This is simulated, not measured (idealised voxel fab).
A process module follows: voxel spacer lines.
Cross-section cut: width 225 nm, square cells of 5 nm.
Think of the cross-section as a grid of square cells. We describe it in bands, top to bottom, and each band covers one or more rows of those cells.
In this notation a band is specified by the heights of its top and bottom, in that order and in nm, after which its materials appear from left to right, each paired with its width in nm. The word "everywhere" attached to a single material means that material fills the band from edge to edge; the word "blank" stands for empty space.
The reference from which all heights are counted is 0, the level beneath which the as-received wafer is entirely one material; the lowest band, having no lower bound, proceeds downward and is written after the example "0 nm and below".
The notation "30->40" denotes a width that varies across the rows of cells in the band, beginning at the first number in the top row, finishing at the second number in the bottom row, and changing by an identical amount from each row to the next.
The designation "identical to before", where it is given for a processing step, indicates that no cell of the cross-section was altered in the course of that step.
"Enclosed void listing" lists enclosed empty spaces (at least 8 cells, no open path upward to the top), each as width x height at distance from the left edge, in nm.
Where a step's line continues beyond its settings, the continuation is a remark by the simulator itself on that step.
For masked steps, "overlay nm" on the step line gives how far right of plan the mask actually lay; a minus sign means it lay to the left.

# The steps planned for the process are as follows
step 1: RECEIVE, material Si
step 2: CONFORMAL_DEP, material SiO2, thk nm 10
step 3: DIRECTIONAL_DEP, material W, thk nm 15
step 4: DIRECTIONAL_DEP, material aC, thk nm 25
step 5: PATTERN, tone cover, mask id MANDREL, material resist, width nm 25, pitch nm 70, thk nm 35, overlay nm 0
step 6: DIRECTIONAL_ETCH, etch materials aC, depth nm 25
step 7: STRIP, etch materials resist
step 8: CONFORMAL_DEP, material SiN, thk nm 10
step 9: DIRECTIONAL_ETCH, etch materials SiN, depth nm 10
step 10: STRIP, etch materials aC
step 11: DIRECTIONAL_ETCH, etch materials W, depth nm 15
step 12: STRIP, etch materials SiN

# Step 1 complete: cross-section of the wafer as received
0 nm and below = Si everywhere
Enclosed void listing: none

# End-of-module cross-section of the first of two wafers, processed as planned
25 nm to 10 nm = 20 blank  10 W  25 blank  10 W  25 blank  10 W  25 blank  10 W  25 blank  10 W  25 blank  10 W  20 blank
10 nm to 0 nm = SiO2 everywhere
0 nm and below = Si everywhere
Enclosed void listing: none

# Cross-sectional view: second of two wafers, end of module; start and plan identical to the first, one mistake in running
25 nm to 10 nm = 25 blank  10 W  20 blank  10 W  30 blank  10 W  20 blank  10 W  30 blank  10 W  20 blank  10 W  20 blank
10 nm to 0 nm = SiO2 everywhere
0 nm and below = Si everywhere
Enclosed void listing: none
Nonconformance to the process plan: step 5 changed vs plan, executed as PATTERN, tone cover, mask id MANDREL, material resist, width nm 20, pitch nm 70, thk nm 35, overlay nm 0
The two final wafers agree on how many cells each material fills and disagree on which cells those are.
